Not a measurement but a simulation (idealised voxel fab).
Name of the process module below: voxel self aligned contacts
The width of the displayed cross-section, cut, is 245 nm; its cells are square, with a size of 5 nm.
In what follows, cross-sections appear as grids of square cells, described through bands that run from the top down, where every band is one or more rows of cells. Read a band's entry like this: the first values are the height of its top and the height of its bottom in nm, and what follows is the sequence of materials from left to right, each with its width in nm. Note that "blank" is empty space, and that a single material marked "everywhere" reaches across the band from edge to edge. For the purposes of this specification, 0 denotes the height below which the wafer in its as-received condition is composed wholly of one material, and the lowermost band, lacking a lower limit, extends downward without end, as expressed in "0 nm and below". You'd read "30 to 40" like this: the band's top row of cells is as wide as the first number, its bottom row is as wide as the second, and going down, every row changes width by the same amount as the row before did. Key: "no modifications" - step with no changed cell in the cross-section. Under "Trapped voids" you'll find the enclosed gaps, the ones with no way out to the top, that are 8 cells or bigger; each reads width x height at distance, with distance counted from the left edge, everything in nm. Formally, on a step line, whatever follows the settings is a remark that the simulator itself makes on the step. Steps that use a mask can have "overlay nm" on their line. It says how far the mask sat to the right of where it was meant to be. Negative means to the left.

Steps in the process plan
step 1: RECEIVE,material Si
step 2: OXIDIZE,depth nm 5
step 3: DIRECTIONAL_DEP,material polySi,thk nm 30
step 4: DIRECTIONAL_DEP,material SiN,thk nm 20
step 5: DIRECTIONAL_DEP,material aC,thk nm 10
step 6: PATTERN,tone cover,mask id GATE,material resist,width nm 35,pitch nm 80,thk nm 30,overlay nm 0
step 7: DIRECTIONAL_ETCH,etch materials aC,depth nm 10
step 8: STRIP,etch materials resist
step 9: DIRECTIONAL_ETCH,etch materials SiN,depth nm 20
step 10: DIRECTIONAL_ETCH,etch materials polySi,depth nm 30
step 11: STRIP,etch materials aC
step 12: CONFORMAL_DEP,material SiN,thk nm 10
step 13: DIRECTIONAL_ETCH,etch materials SiN,depth nm 5
step 14: FILL_DEP,material SiO2,thk nm 10
step 15: CMP,height nm 55
step 16: MASKED_ETCH,tone open,mask id CONTACT,width nm 55,etch materials SiO2,depth nm 60,overlay nm 0
step 17: CONFORMAL_DEP,material TiN,thk nm 5
step 18: FILL_DEP,material Ru,thk nm 5
step 19: CMP,height nm 55
step 20: CONFORMAL_DEP,material SiN,thk nm 5
Split variable: depth nm, step 13. Plan value = first wafer. Wafers start alike.

As-received state after step 1, first of several wafers, cross-section
    0 nm and below | Si everywhere
    Trapped voids: none

Shown in cross-section: the first of several wafers at the end of the module, after its last step, step 20
    60 nm to 55 nm | SiN everywhere
    55 nm to 30 nm | 55 of SiO2; 55 of SiN; 5 of TiN; 15 of Ru; 5 of TiN; 55 of SiN; 55 of SiO2
    30 nm to 10 nm | 55 of SiO2; 10 of SiN; 35 of polySi; 10 of SiN; 5 of TiN; 15 of Ru; 5 of TiN; 10 of SiN; 35 of polySi; 10 of SiN; 55 of SiO2
    10 nm to 5 nm | 55 of SiO2; 10 of SiN; 35 of polySi; 10 of SiN; 25 of TiN; 10 of SiN; 35 of polySi; 10 of SiN; 55 of SiO2
    5 nm to 0 nm | 65 of SiN; 35 of polySi; 45 of SiN; 35 of polySi; 65 of SiN
    0 nm to -5 nm | SiO2 everywhere
    -5 nm and below | Si everywhere
    Trapped voids: none

Last wafer of the set, cross-sectioned at end of module
    60 nm to 55 nm | SiN everywhere
    55 nm to 45 nm | 95 of SiO2; 5 to 20 of TiN; 45 to 15 of Ru; 5 to 20 of TiN; 95 of SiO2
    45 nm to 30 nm | 55 of SiO2; 55 of SiN; 5 of TiN; 15 of Ru; 5 of TiN; 55 of SiN; 55 of SiO2
    30 nm to 0 nm | 55 of SiO2; 10 of SiN; 35 of polySi; 10 of SiN; 5 of TiN; 15 of Ru; 5 of TiN; 10 of SiN; 35 of polySi; 10 of SiN; 55 of SiO2
    0 nm to -5 nm | 110 of SiO2; 25 of TiN; 110 of SiO2
    -5 nm and below | Si everywhere
    Trapped voids: none

Rows = wafers. At module end, each row lists per material the cells gained (+) or lost (-) since the wafer was received, then the closed voids
depth nm 5, +27 Ru, -49 Si, +234 SiN, +269 SiO2, +23 TiN, +84 polySi, Trapped voids: none
depth nm 10, +33 Ru, -49 Si, +185 SiN, +302 SiO2, +33 TiN, +84 polySi, Trapped voids: none
depth nm 15, +39 Ru, -49 Si, +163 SiN, +318 SiO2, +33 TiN, +84 polySi, Trapped voids: none
